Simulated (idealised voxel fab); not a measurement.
process module | voxel self aligned vias
cross-section cut | 255 nm wide | cells 5 nm
A cross-section is a grid of square cells, given in bands from the top down. A band is one or more rows of cells.
Each band's line starts with the height of the band's top and of its bottom, in nm. Then come its materials from left to right, each with its width in nm. One material with "throughout" fills the band from edge to edge. "air" is empty space.
Height 0 is the level under which the wafer as received is all one material. The lowest band goes on downwards, as in "0 down".
A width such as "30 to 40" changes by the same amount from each row of cells to the next, from the band's top row to its bottom row.
"no change" after a step means that no cell of the cross-section changed.
closed voids: empty space of 8 cells or more with no open way to the top, each as width x height at its distance from the left edge, in nm
after a step's settings: what the simulator itself notes on the step
overlay nm, on a step with a mask: how far to the right of its planned place the mask lay; to the left if negative
plan
1 op RECEIVE | material Si
2 op CONFORMAL_DEP | material SiO2 | thk nm 15
3 op CONFORMAL_DEP | material SiCN | thk nm 5
4 op DIRECTIONAL_DEP | material SiO2 | thk nm 20
5 op PATTERN | tone open | mask id LINES | material resist | width nm 30 | pitch nm 80 | thk nm 20 | overlay nm 0
6 op DIRECTIONAL_ETCH | etch materials SiO2 | depth nm 20
7 op STRIP | etch materials resist
8 op CONFORMAL_DEP | material TiN | thk nm 5
9 op FILL_DEP | material W | thk nm 10
10 op CMP | height nm 40
11 op SELECTIVE_ETCH | etch materials W Ru TiN | depth nm 5
12 op FILL_DEP | material SiN | thk nm 10
13 op CMP | height nm 40
14 op DIRECTIONAL_DEP | material SiO2 | thk nm 20
15 op DIRECTIONAL_DEP | material aC | thk nm 15
16 op PATTERN | tone open | mask id VIAS | material resist | width nm 50 | thk nm 30 | overlay nm 0
17 op DIRECTIONAL_ETCH | etch materials aC | depth nm 15
18 op STRIP | etch materials resist
19 op DIRECTIONAL_ETCH | etch materials SiO2 | depth nm 20
20 op DIRECTIONAL_ETCH | etch materials SiN | depth nm 5
21 op STRIP | etch materials aC
22 op CONFORMAL_DEP | material TiN | thk nm 5
23 op FILL_DEP | material Cu | thk nm 5
24 op CMP | height nm 60
25 op CONFORMAL_DEP | material SiN | thk nm 5
as received, after step 1
  0 down: Si throughout
  closed voids: none
a wafer at the end: this start, this plan, one mistake
  65 to 60: SiN throughout
  60 to 40: Cu throughout
  40 to 35: SiO2 70 | SiN 30 | SiO2 50 | SiN 30 | SiO2 75
  35 to 25: SiO2 70 | TiN 5 | W 20 | TiN 5 | SiO2 50 | TiN 5 | W 20 | TiN 5 | SiO2 75
  25 to 20: SiO2 70 | TiN 30 | SiO2 50 | TiN 30 | SiO2 75
  20 to 15: SiCN throughout
  15 to 0: SiO2 throughout
  0 down: Si throughout
  closed voids: none
what went wrong: step 14 ran as: op DIRECTIONAL_DEP | material Cu | thk nm 20
